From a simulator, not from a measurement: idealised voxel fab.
process module | voxel self aligned vias
cross-section cut | 165 nm wide | cells 5 nm
A cross-section is a grid of square cells, given in bands from the top down. A band is one or more rows of cells.
Each band's line starts with the height of the band's top and of its bottom, in nm. Then come its materials from left to right, each with its width in nm. One material with "throughout" fills the band from edge to edge. "air" is empty space.
Height 0 is the level under which the wafer as received is all one material. The lowest band goes on downwards, as in "0 down".
A width such as "30 to 40" changes by the same amount from each row of cells to the next, from the band's top row to its bottom row.
"no change" after a step means that no cell of the cross-section changed.
closed voids: empty space of 8 cells or more with no open way to the top, each as width x height at its distance from the left edge, in nm
after a step's settings: what the simulator itself notes on the step
overlay nm, on a step with a mask: how far to the right of its planned place the mask lay; to the left if negative
plan
1 op RECEIVE | material Si
2 op CONFORMAL_DEP | material SiO2 | thk nm 15
3 op CONFORMAL_DEP | material SiCN | thk nm 5
4 op DIRECTIONAL_DEP | material lowk | thk nm 20
5 op PATTERN | tone open | mask id LINES | material resist | width nm 20 | pitch nm 60 | thk nm 15 | overlay nm 0
6 op DIRECTIONAL_ETCH | etch materials lowk | depth nm 20
7 op STRIP | etch materials resist
8 op CONFORMAL_DEP | material TiN | thk nm 5
9 op FILL_DEP | material Ru | thk nm 10
10 op CMP | height nm 40
11 op SELECTIVE_ETCH | etch materials W Ru TiN | depth nm 5
12 op FILL_DEP | material SiN | thk nm 10
13 op CMP | height nm 40
14 op DIRECTIONAL_DEP | material lowk | thk nm 20
15 op MASKED_ETCH | tone open | mask id VIAS | width nm 40 | etch materials lowk | depth nm 20 | overlay nm 0
16 op MASKED_ETCH | tone open | mask id VIAS | width nm 40 | etch materials SiN | depth nm 5 | overlay nm 0
17 op CONFORMAL_DEP | material TiN | thk nm 5
18 op FILL_DEP | material W | thk nm 10
19 op CMP | height nm 60
20 op CONFORMAL_DEP | material SiCN | thk nm 5
as received, after step 1
  0 down: Si throughout
  closed voids: none
first wafer at the end, as planned
  65 to 60: SiCN throughout
  60 to 45: lowk 30 | TiN 5 | W 30 | TiN 5 | lowk 95
  45 to 40: lowk 30 | TiN 15 | W 10 | TiN 15 | lowk 95
  40 to 35: lowk 40 | TiN 20 | lowk 40 | SiN 20 | lowk 45
  35 to 25: lowk 40 | TiN 5 | Ru 10 | TiN 5 | lowk 40 | TiN 5 | Ru 10 | TiN 5 | lowk 45
  25 to 20: lowk 40 | TiN 20 | lowk 40 | TiN 20 | lowk 45
  20 to 15: SiCN throughout
  15 to 0: SiO2 throughout
  0 down: Si throughout
  closed voids: none
second wafer at the end: like start, like plan, one mistake
  65 to 60: SiCN throughout
  60 to 55: TiN 35 | W 30 | TiN 100
  55 to 40: lowk 30 | TiN 5 | W 30 | TiN 5 | lowk 95
  40 to 35: lowk 30 | TiN 40 | lowk 95
  35 to 25: lowk 40 | TiN 5 | Ru 10 | TiN 5 | lowk 40 | TiN 5 | Ru 10 | TiN 5 | lowk 45
  25 to 20: lowk 40 | TiN 20 | lowk 40 | TiN 20 | lowk 45
  20 to 15: SiCN throughout
  15 to 0: SiO2 throughout
  0 down: Si throughout
  closed voids: none
what went wrong: step 13 ran as: op CMP | height nm 35
at the end the second wafer has, in cells: 4 fewer of SiN | 25 more of TiN | 4 more of W | 25 fewer of lowk
